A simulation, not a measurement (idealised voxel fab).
process module | voxel quadruple lines
cross-section cut | 140 nm wide | cells 5 nm
A cross-section is a grid of square cells, given in bands from the top down. A band is one or more rows of cells.
Each band's line starts with the height of the band's top and of its bottom, in nm. Then come its materials from left to right, each with its width in nm. One material with "throughout" fills the band from edge to edge. "air" is empty space.
Height 0 is the level under which the wafer as received is all one material. The lowest band goes on downwards, as in "0 down".
A width such as "30 to 40" changes by the same amount from each row of cells to the next, from the band's top row to its bottom row.
"no change" after a step means that no cell of the cross-section changed.
closed voids: empty space of 8 cells or more with no open way to the top, each as width x height at its distance from the left edge, in nm
after a step's settings: what the simulator itself notes on the step
overlay nm, on a step with a mask: how far to the right of its planned place the mask lay; to the left if negative
plan
1 op RECEIVE | material Si
2 op CONFORMAL_DEP | material SiO2 | thk nm 5
3 op DIRECTIONAL_DEP | material TiN | thk nm 10
4 op DIRECTIONAL_DEP | material polySi | thk nm 20
5 op DIRECTIONAL_DEP | material aC | thk nm 20
6 op PATTERN | tone cover | mask id MANDREL | material resist | width nm 20 | pitch nm 60 | thk nm 30 | overlay nm 0
7 op DIRECTIONAL_ETCH | etch materials aC | depth nm 20
8 op STRIP | etch materials resist
9 op CONFORMAL_DEP | material SiO2 | thk nm 10
10 op DIRECTIONAL_ETCH | etch materials SiO2 | depth nm 10
11 op STRIP | etch materials aC
12 op DIRECTIONAL_ETCH | etch materials polySi | depth nm 20
13 op STRIP | etch materials SiO2
14 op CONFORMAL_DEP | material SiCN | thk nm 5
15 op DIRECTIONAL_ETCH | etch materials SiCN | depth nm 5
16 op STRIP | etch materials polySi
17 op DIRECTIONAL_ETCH | etch materials TiN | depth nm 10
18 op STRIP | etch materials SiCN
19 op FILL_DEP | material lowk | thk nm 10
20 op CMP | height nm 15
as received, after step 1
  0 down: Si throughout
  closed voids: none
a wafer at the end: this start, this plan, one mistake
  15 to 5: lowk 5 | TiN 5 | lowk 10 | TiN 5 | lowk 10 | TiN 5 | lowk 10 | TiN 5 | lowk 10 | TiN 5 | lowk 10 | TiN 5 | lowk 10 | TiN 5 | lowk 10 | TiN 5 | lowk 25
  5 to 0: SiO2 throughout
  0 down: Si throughout
  closed voids: none
what went wrong: step 6 ran as: op PATTERN | tone cover | mask id MANDREL | material resist | width nm 20 | pitch nm 60 | thk nm 30 | overlay nm -10
